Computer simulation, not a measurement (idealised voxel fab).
Herein follows the process module entitled voxel transistor to metal.
Pictured: cross-section cut, 160 nm wide, on a grid of 5 nm square cells.
Cross-section = grid of square cells, listed top down in bands; band = one or more rows. In this notation a band is specified by the heights of its top and bottom, in that order and in nm, after which its materials appear from left to right, each paired with its width in nm. The word "all across" attached to a single material means that material fills the band from edge to edge; the word "air" stands for empty space. Where do heights start? At 0: under that level the wafer as delivered is made of one material only. And the lowest band has no floor; it just carries on downward, as in "0 nm and below". Note: "30->40" means the width goes from the first number (top row of the band) to the second number (bottom row) in equal steps per row of cells. Key: "left unchanged" - step with no changed cell in the cross-section. Under "Enclosed internal cavities" you'll find the enclosed gaps, the ones with no way out to the top, that are 8 cells or bigger; each reads width x height at distance, with distance counted from the left edge, everything in nm. after a step's settings: what the simulator itself notes on the step. overlay nm: right-of-plan distance of the mask on a masked step; negative values mean left-of-plan.
### The steps planned for the process are as follows
1: RECEIVE (material Si)
2: OXIDIZE (depth nm 5)
3: CONFORMAL_DEP (material SiN; thk nm 10)
4: MASKED_ETCH (tone cover; mask id ACTIVE; width nm 110; etch materials SiN; depth nm 10; overlay nm 0)
5: MASKED_ETCH (tone cover; mask id ACTIVE; width nm 110; etch materials SiO2; depth nm 5; overlay nm 0)
6: MASKED_ETCH (tone cover; mask id ACTIVE; width nm 110; etch materials Si; depth nm 35; overlay nm 0)
7: FILL_DEP (material SiO2; thk nm 15)
8: CMP (height nm 10)
9: SELECTIVE_ETCH (etch materials SiO2; depth nm 5)
10: STRIP (etch materials SiN)
11: SELECTIVE_ETCH (etch materials SiO2; depth nm 5)
12: OXIDIZE (depth nm 5)
13: DIRECTIONAL_DEP (material polySi; thk nm 30)
14: DIRECTIONAL_DEP (material SiCN; thk nm 15)
15: DIRECTIONAL_DEP (material aC; thk nm 15)
16: PATTERN (tone cover; mask id GATE; material resist; width nm 20; thk nm 30; overlay nm 0)
17: DIRECTIONAL_ETCH (etch materials aC; depth nm 15)
18: STRIP (etch materials resist)
19: DIRECTIONAL_ETCH (etch materials SiCN; depth nm 25)
20: DIRECTIONAL_ETCH (etch materials polySi; depth nm 40)
21: STRIP (etch materials aC)
22: CONFORMAL_DEP (material SiO2; thk nm 5)
23: DIRECTIONAL_ETCH (etch materials SiO2; depth nm 5)
24: CONFORMAL_DEP (material SiN; thk nm 5)
25: DIRECTIONAL_ETCH (etch materials SiN; depth nm 5)
26: DIRECTIONAL_ETCH (etch materials SiO2; depth nm 5)
27: DIRECTIONAL_ETCH (etch materials Si; depth nm 10)
28: EPI (material SiGe; thk nm 15)
29: FILL_DEP (material SiO2; thk nm 5)
30: CMP (height nm 40)
31: DIRECTIONAL_DEP (material SiO2; thk nm 10)
32: DIRECTIONAL_DEP (material aC; thk nm 10)
33: PATTERN (tone open; mask id CONTACT; material resist; width nm 20; pitch nm 70; thk nm 30; overlay nm 0)
34: DIRECTIONAL_ETCH (etch materials aC; depth nm 10)
35: STRIP (etch materials resist)
36: DIRECTIONAL_ETCH (etch materials SiO2; depth nm 45)
37: STRIP (etch materials aC)
38: CONFORMAL_DEP (material TiN; thk nm 5)
39: FILL_DEP (material W; thk nm 10)
40: CMP (height nm 50)
41: CONFORMAL_DEP (material SiCN; thk nm 5)
42: DIRECTIONAL_DEP (material lowk; thk nm 15)
43: DIRECTIONAL_DEP (material aC; thk nm 15)
44: PATTERN (tone open; mask id METAL_1; material resist; width nm 20; pitch nm 70; thk nm 35; overlay nm 0)
45: DIRECTIONAL_ETCH (etch materials aC; depth nm 15)
46: STRIP (etch materials resist)
47: DIRECTIONAL_ETCH (etch materials lowk; depth nm 15)
48: DIRECTIONAL_ETCH (etch materials SiCN; depth nm 5)
49: STRIP (etch materials aC)
50: CONFORMAL_DEP (material TiN; thk nm 5)
51: FILL_DEP (material Cu; thk nm 5)
52: CMP (height nm 70)
53: CONFORMAL_DEP (material SiCN; thk nm 5)
54: DIRECTIONAL_DEP (material SiO2; thk nm 30)
55: MASKED_ETCH (tone open; mask id METAL_2; width nm 20; pitch nm 70; etch materials SiO2; depth nm 20; overlay nm 0)
56: PATTERN (tone open; mask id METAL_2_HOLES; material resist; width nm 15; pitch nm 70; thk nm 15; overlay nm 0)
57: DIRECTIONAL_ETCH (etch materials SiO2; depth nm 5)
58: DIRECTIONAL_ETCH (etch materials SiCN; depth nm 5)
59: STRIP (etch materials resist)
60: CONFORMAL_DEP (material TiN; thk nm 5)
61: FILL_DEP (material Cu; thk nm 5)
62: CMP (height nm 105)
63: CONFORMAL_DEP (material SiN; thk nm 5)
Don't read the plan's depth nm for step 57 as applying to every wafer: that's the first wafer's value, and the wafers differ in it, though they all start identical.
### Cross-section: the first of several wafers in its as-received state, i.e. following step 1
> 0 nm and below | Si all across
> Enclosed internal cavities: none
### First of several wafers: cross-section at the end of the module, after step 63, its last step
> 110 nm to 105 nm | SiN all across
> 105 nm to 90 nm | SiO2 35 / TiN 5 / Cu 10 / TiN 5 / SiO2 50 / TiN 5 / Cu 10 / TiN 5 / SiO2 35
> 90 nm to 85 nm | SiO2 35 / TiN 5 / Cu 5 / TiN 10 / SiO2 50 / TiN 5 / Cu 5 / TiN 10 / SiO2 35
> 85 nm to 80 nm | SiO2 35 / TiN 15 / SiO2 55 / TiN 15 / SiO2 40
> 80 nm to 75 nm | SiO2 all across
> 75 nm to 70 nm | SiCN all across
> 70 nm to 55 nm | lowk 35 / TiN 5 / Cu 10 / TiN 5 / lowk 50 / TiN 5 / Cu 10 / TiN 5 / lowk 35
> 55 nm to 50 nm | SiCN 35 / TiN 20 / SiCN 50 / TiN 20 / SiCN 35
> 50 nm to 40 nm | SiO2 35 / TiN 5 / W 10 / TiN 5 / SiO2 50 / TiN 5 / W 10 / TiN 5 / SiO2 35
> 40 nm to 25 nm | SiO2 35 / TiN 5 / W 10 / TiN 5 / SiO2 5 / SiN 5 / SiO2 5 / SiCN 20 / SiO2 5 / SiN 5 / SiO2 5 / TiN 5 / W 10 / TiN 5 / SiO2 35
> 25 nm to 10 nm | SiO2 35 / TiN 5 / W 10 / TiN 5 / SiO2 5 / SiN 5 / SiO2 5 / polySi 20 / SiO2 5 / SiN 5 / SiO2 5 / TiN 5 / W 10 / TiN 5 / SiO2 35
> 10 nm to 5 nm | SiO2 35 / TiN 20 / SiO2 5 / SiN 5 / SiO2 5 / polySi 20 / SiO2 5 / SiN 5 / SiO2 5 / TiN 20 / SiO2 35
> 5 nm to 0 nm | SiO2 25 / SiGe 35 / SiN 5 / SiO2 5 / polySi 20 / SiO2 5 / SiN 5 / SiGe 35 / SiO2 25
> 0 nm to -5 nm | SiO2 25 / SiN 5 / SiGe 30 / SiN 5 / SiO2 5 / polySi 20 / SiO2 5 / SiN 5 / SiGe 30 / SiN 5 / SiO2 25
> -5 nm to -10 nm | SiO2 30 / SiGe 30 / SiO2 40 / SiGe 30 / SiO2 30
> -10 nm to -20 nm | SiO2 25 / Si 5 / SiGe 30 / Si 40 / SiGe 30 / Si 5 / SiO2 25
> -20 nm to -40 nm | SiO2 25 / Si 110 / SiO2 25
> -40 nm and below | Si all across
> Enclosed internal cavities: none
### Final wafer of several, shown in cross-section at the end of the module
> 110 nm to 105 nm | SiN all across
> 105 nm to 90 nm | SiO2 35 / TiN 5 / Cu 10 / TiN 5 / SiO2 50 / TiN 5 / Cu 10 / TiN 5 / SiO2 35
> 90 nm to 85 nm | SiO2 35 / TiN 5 / Cu 5 / TiN 10 / SiO2 50 / TiN 5 / Cu 5 / TiN 10 / SiO2 35
> 85 nm to 75 nm | SiO2 35 / TiN 5 / Cu 5 / TiN 5 / SiO2 55 / TiN 5 / Cu 5 / TiN 5 / SiO2 40
> 75 nm to 70 nm | SiCN 35 / TiN 15 / SiCN 55 / TiN 15 / SiCN 40
> 70 nm to 55 nm | lowk 35 / TiN 5 / Cu 10 / TiN 5 / lowk 50 / TiN 5 / Cu 10 / TiN 5 / lowk 35
> 55 nm to 50 nm | SiCN 35 / TiN 20 / SiCN 50 / TiN 20 / SiCN 35
> 50 nm to 40 nm | SiO2 35 / TiN 5 / W 10 / TiN 5 / SiO2 50 / TiN 5 / W 10 / TiN 5 / SiO2 35
> 40 nm to 25 nm | SiO2 35 / TiN 5 / W 10 / TiN 5 / SiO2 5 / SiN 5 / SiO2 5 / SiCN 20 / SiO2 5 / SiN 5 / SiO2 5 / TiN 5 / W 10 / TiN 5 / SiO2 35
> 25 nm to 10 nm | SiO2 35 / TiN 5 / W 10 / TiN 5 / SiO2 5 / SiN 5 / SiO2 5 / polySi 20 / SiO2 5 / SiN 5 / SiO2 5 / TiN 5 / W 10 / TiN 5 / SiO2 35
> 10 nm to 5 nm | SiO2 35 / TiN 20 / SiO2 5 / SiN 5 / SiO2 5 / polySi 20 / SiO2 5 / SiN 5 / SiO2 5 / TiN 20 / SiO2 35
> 5 nm to 0 nm | SiO2 25 / SiGe 35 / SiN 5 / SiO2 5 / polySi 20 / SiO2 5 / SiN 5 / SiGe 35 / SiO2 25
> 0 nm to -5 nm | SiO2 25 / SiN 5 / SiGe 30 / SiN 5 / SiO2 5 / polySi 20 / SiO2 5 / SiN 5 / SiGe 30 / SiN 5 / SiO2 25
> -5 nm to -10 nm | SiO2 30 / SiGe 30 / SiO2 40 / SiGe 30 / SiO2 30
> -10 nm to -20 nm | SiO2 25 / Si 5 / SiGe 30 / Si 40 / SiGe 30 / Si 5 / SiO2 25
> -20 nm to -40 nm | SiO2 25 / Si 110 / SiO2 25
> -40 nm and below | Si all across
> Enclosed internal cavities: none
### Table: wafers, a row each; end-of-module cell change per material since receipt, gain (+), loss (-); then closed voids
depth nm 5; +26 Cu; -148 Si; +68 SiCN; +62 SiGe; +52 SiN; +432 SiO2; +84 TiN; +32 W; +72 lowk; +24 polySi; Enclosed internal cavities: none
depth nm 10; +30 Cu; -148 Si; +62 SiCN; +62 SiGe; +52 SiN; +426 SiO2; +92 TiN; +32 W; +72 lowk; +24 polySi; Enclosed internal cavities: none
depth nm 15; +30 Cu; -148 Si; +62 SiCN; +62 SiGe; +52 SiN; +426 SiO2; +92 TiN; +32 W; +72 lowk; +24 polySi; Enclosed internal cavities: none
depth nm 20; +30 Cu; -148 Si; +62 SiCN; +62 SiGe; +52 SiN; +426 SiO2; +92 TiN; +32 W; +72 lowk; +24 polySi; Enclosed internal cavities: none
depth nm 25; +30 Cu; -148 Si; +62 SiCN; +62 SiGe; +52 SiN; +426 SiO2; +92 TiN; +32 W; +72 lowk; +24 polySi; Enclosed internal cavities: none
